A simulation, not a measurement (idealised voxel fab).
process module | voxel self aligned vias
cross-section cut | 155 nm wide | cells 5 nm
A cross-section is a grid of square cells, given in bands from the top down. A band is one or more rows of cells.
Each band's line starts with the height of the band's top and of its bottom, in nm. Then come its materials from left to right, each with its width in nm. One material with "throughout" fills the band from edge to edge. "air" is empty space.
Height 0 is the level under which the wafer as received is all one material. The lowest band goes on downwards, as in "0 down".
A width such as "30 to 40" changes by the same amount from each row of cells to the next, from the band's top row to its bottom row.
"no change" after a step means that no cell of the cross-section changed.
closed voids: empty space of 8 cells or more with no open way to the top, each as width x height at its distance from the left edge, in nm
after a step's settings: what the simulator itself notes on the step
overlay nm, on a step with a mask: how far to the right of its planned place the mask lay; to the left if negative
plan
1 op RECEIVE | material Si
2 op CONFORMAL_DEP | material SiO2 | thk nm 15
3 op CONFORMAL_DEP | material SiCN | thk nm 5
4 op DIRECTIONAL_DEP | material lowk | thk nm 30
5 op DIRECTIONAL_DEP | material aC | thk nm 15
6 op PATTERN | tone open | mask id LINES | material resist | width nm 25 | pitch nm 75 | thk nm 35 | overlay nm 0
7 op DIRECTIONAL_ETCH | etch materials aC | depth nm 15
8 op STRIP | etch materials resist
9 op DIRECTIONAL_ETCH | etch materials lowk | depth nm 30
10 op STRIP | etch materials aC
11 op CONFORMAL_DEP | material TiN | thk nm 5
12 op FILL_DEP | material Ru | thk nm 5
13 op CMP | height nm 50
14 op SELECTIVE_ETCH | etch materials W Ru TiN | depth nm 5
15 op FILL_DEP | material SiN | thk nm 10
16 op CMP | height nm 50
17 op DIRECTIONAL_DEP | material lowk | thk nm 20
18 op DIRECTIONAL_DEP | material aC | thk nm 10
19 op PATTERN | tone open | mask id VIAS | material resist | width nm 45 | pitch nm 75 | thk nm 30 | overlay nm 0
20 op DIRECTIONAL_ETCH | etch materials aC | depth nm 10
21 op STRIP | etch materials resist
22 op DIRECTIONAL_ETCH | etch materials lowk | depth nm 20
23 op DIRECTIONAL_ETCH | etch materials SiN | depth nm 5
24 op STRIP | etch materials aC
25 op CONFORMAL_DEP | material TiN | thk nm 5
26 op FILL_DEP | material Ru | thk nm 10
27 op CMP | height nm 70
28 op CONFORMAL_DEP | material SiCN | thk nm 5
as received, after step 1
  0 down: Si throughout
  closed voids: none
a wafer at the end: this start, this plan, one mistake
  75 to 70: SiCN throughout
  70 to 55: lowk 15 | TiN 5 | Ru 35 | TiN 5 | lowk 30 | TiN 5 | Ru 35 | TiN 5 | lowk 20
  55 to 50: lowk 15 | TiN 45 | lowk 30 | TiN 45 | lowk 20
  50 to 45: SiCN throughout
  45 to 15: lowk throughout
  15 to 0: SiO2 throughout
  0 down: Si throughout
  closed voids: none
what went wrong: steps 3 and 4 were swapped
